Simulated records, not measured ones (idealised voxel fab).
process module | voxel ribs on slabs
cross-section cut | 180 nm wide | cells 5 nm
A cross-section is a grid of square cells, given in bands from the top down. A band is one or more rows of cells.
Each band's line starts with the height of the band's top and of its bottom, in nm. Then come its materials from left to right, each with its width in nm. One material with "throughout" fills the band from edge to edge. "air" is empty space.
Height 0 is the level under which the wafer as received is all one material. The lowest band goes on downwards, as in "0 down".
A width such as "30 to 40" changes by the same amount from each row of cells to the next, from the band's top row to its bottom row.
"no change" after a step means that no cell of the cross-section changed.
closed voids: empty space of 8 cells or more with no open way to the top, each as width x height at its distance from the left edge, in nm
after a step's settings: what the simulator itself notes on the step
overlay nm, on a step with a mask: how far to the right of its planned place the mask lay; to the left if negative
plan
1 op RECEIVE | material Si
2 op DIRECTIONAL_DEP | material SiO2 | thk nm 30
3 op DIRECTIONAL_DEP | material SiN | thk nm 20
4 op DIRECTIONAL_DEP | material aC | thk nm 15
5 op PATTERN | tone cover | mask id RIB | material resist | width nm 25 | thk nm 30 | overlay nm 0
6 op DIRECTIONAL_ETCH | etch materials aC | depth nm 15
7 op STRIP | etch materials resist
8 op DIRECTIONAL_ETCH | etch materials SiN | depth nm 10
9 op STRIP | etch materials aC
10 op DIRECTIONAL_DEP | material aC | thk nm 15
11 op PATTERN | tone cover | mask id SLAB | material resist | width nm 75 | thk nm 30 | overlay nm 0
12 op DIRECTIONAL_ETCH | etch materials aC | depth nm 15
13 op STRIP | etch materials resist
14 op DIRECTIONAL_ETCH | etch materials SiN | depth nm 10
15 op STRIP | etch materials aC
16 op FILL_DEP | material SiO2 | thk nm 25
17 op CMP | height nm 65
18 op DIRECTIONAL_DEP | material W | thk nm 5
19 op PATTERN | tone cover | mask id HEATER | material resist | width nm 35 | thk nm 15 | overlay nm 0
20 op DIRECTIONAL_ETCH | etch materials W | depth nm 5
21 op STRIP | etch materials resist
22 op CONFORMAL_DEP | material SiO2 | thk nm 10
first wafer, as planned
as received, after step 1
  0 down: Si throughout
  closed voids: none
after step 2
  30 to 0: SiO2 throughout
  below 0: unchanged
after step 3
  50 to 30: SiN throughout
  below 30: unchanged
after step 4
  65 to 50: aC throughout
  below 50: unchanged
after step 5
  95 to 65: air 75 | resist 25 | air 80
  below 65: unchanged
after step 6
  80 to 65: air 75 | resist 25 | air 80
  65 to 50: air 75 | aC 25 | air 80
  below 50: unchanged
after step 7
  65 to 50: air 75 | aC 25 | air 80
  below 50: unchanged
after step 8
  65 to 50: air 75 | aC 25 | air 80
  50 to 40: air 75 | SiN 25 | air 80
  below 40: unchanged
after step 9
  50 to 40: air 75 | SiN 25 | air 80
  below 40: unchanged
after step 10
  65 to 55: air 75 | aC 25 | air 80
  55 to 50: aC throughout
  50 to 40: aC 75 | SiN 25 | aC 80
  below 40: unchanged
after step 11
  95 to 65: air 50 | resist 75 | air 55
  65 to 55: air 50 | resist 25 | aC 25 | resist 25 | air 55
  below 55: unchanged
after step 12
  80 to 65: air 50 | resist 75 | air 55
  65 to 55: air 50 | resist 25 | aC 25 | resist 25 | air 55
  55 to 50: air 50 | aC 75 | air 55
  50 to 40: air 50 | aC 25 | SiN 25 | aC 25 | air 55
  below 40: unchanged
after step 13
  65 to 55: air 75 | aC 25 | air 80
  below 55: unchanged
after step 14
  65 to 55: air 75 | aC 25 | air 80
  55 to 50: air 50 | aC 75 | air 55
  50 to 40: air 50 | aC 25 | SiN 25 | aC 25 | air 55
  40 to 30: air 50 | SiN 75 | air 55
  below 30: unchanged
after step 15
  50 to 40: air 75 | SiN 25 | air 80
  below 40: unchanged
after step 16
  75 to 50: SiO2 throughout
  50 to 40: SiO2 75 | SiN 25 | SiO2 80
  40 to 30: SiO2 50 | SiN 75 | SiO2 55
  below 30: unchanged
after step 17
  65 to 50: SiO2 throughout
  below 50: unchanged
after step 18
  70 to 65: W throughout
  below 65: unchanged
after step 19
  85 to 70: air 70 | resist 35 | air 75
  below 70: unchanged
after step 20
  85 to 70: air 70 | resist 35 | air 75
  70 to 65: air 70 | W 35 | air 75
  below 65: unchanged
after step 21
  70 to 65: air 70 | W 35 | air 75
  below 65: unchanged
after step 22
  80 to 75: air 60 | SiO2 55 | air 65
  75 to 70: SiO2 throughout
  70 to 65: SiO2 70 | W 35 | SiO2 75
  below 65: unchanged
second wafer: like start, like plan, one mistake. Through step 7 it matches the first wafer
when step 8 should have ended
  65 to 50: air 75 | aC 25 | air 80
  50 to 45: air 75 | SiN 25 | air 80
  below 45: unchanged
when step 9 should have ended
  50 to 45: air 75 | SiN 25 | air 80
  below 45: unchanged
when step 10 should have ended
  65 to 60: air 75 | aC 25 | air 80
  60 to 50: aC throughout
  50 to 45: aC 75 | SiN 25 | aC 80
  below 45: unchanged
when step 11 should have ended
  95 to 65: air 50 | resist 75 | air 55
  65 to 60: air 50 | resist 25 | aC 25 | resist 25 | air 55
  below 60: unchanged
when step 12 should have ended
  80 to 65: air 50 | resist 75 | air 55
  65 to 60: air 50 | resist 25 | aC 25 | resist 25 | air 55
  60 to 50: air 50 | aC 75 | air 55
  50 to 45: air 50 | aC 25 | SiN 25 | aC 25 | air 55
  below 45: unchanged
when step 13 should have ended
  65 to 60: air 75 | aC 25 | air 80
  below 60: unchanged
when step 14 should have ended
  65 to 60: air 75 | aC 25 | air 80
  60 to 50: air 50 | aC 75 | air 55
  50 to 45: air 50 | aC 25 | SiN 25 | aC 25 | air 55
  45 to 35: air 50 | SiN 75 | air 55
  below 35: unchanged
when step 15 should have ended
  50 to 45: air 75 | SiN 25 | air 80
  below 45: unchanged
when step 16 should have ended
  75 to 50: SiO2 throughout
  50 to 45: SiO2 75 | SiN 25 | SiO2 80
  45 to 35: SiO2 50 | SiN 75 | SiO2 55
  below 35: unchanged
when step 17 should have ended
  65 to 50: SiO2 throughout
  below 50: unchanged
when step 18 should have ended
  70 to 65: W throughout
  below 65: unchanged
when step 19 should have ended
  85 to 70: air 70 | resist 35 | air 75
  below 70: unchanged
when step 20 should have ended
  85 to 70: air 70 | resist 35 | air 75
  70 to 65: air 70 | W 35 | air 75
  below 65: unchanged
when step 21 should have ended
  70 to 65: air 70 | W 35 | air 75
  below 65: unchanged
when step 22 should have ended
  80 to 75: air 60 | SiO2 55 | air 65
  75 to 70: SiO2 throughout
  70 to 65: SiO2 70 | W 35 | SiO2 75
  below 65: unchanged
what went wrong: step 8 ran as: op DIRECTIONAL_ETCH | etch materials SiN | depth nm 5
at the end the second wafer has, in cells: 31 more of SiN | 31 fewer of SiO2
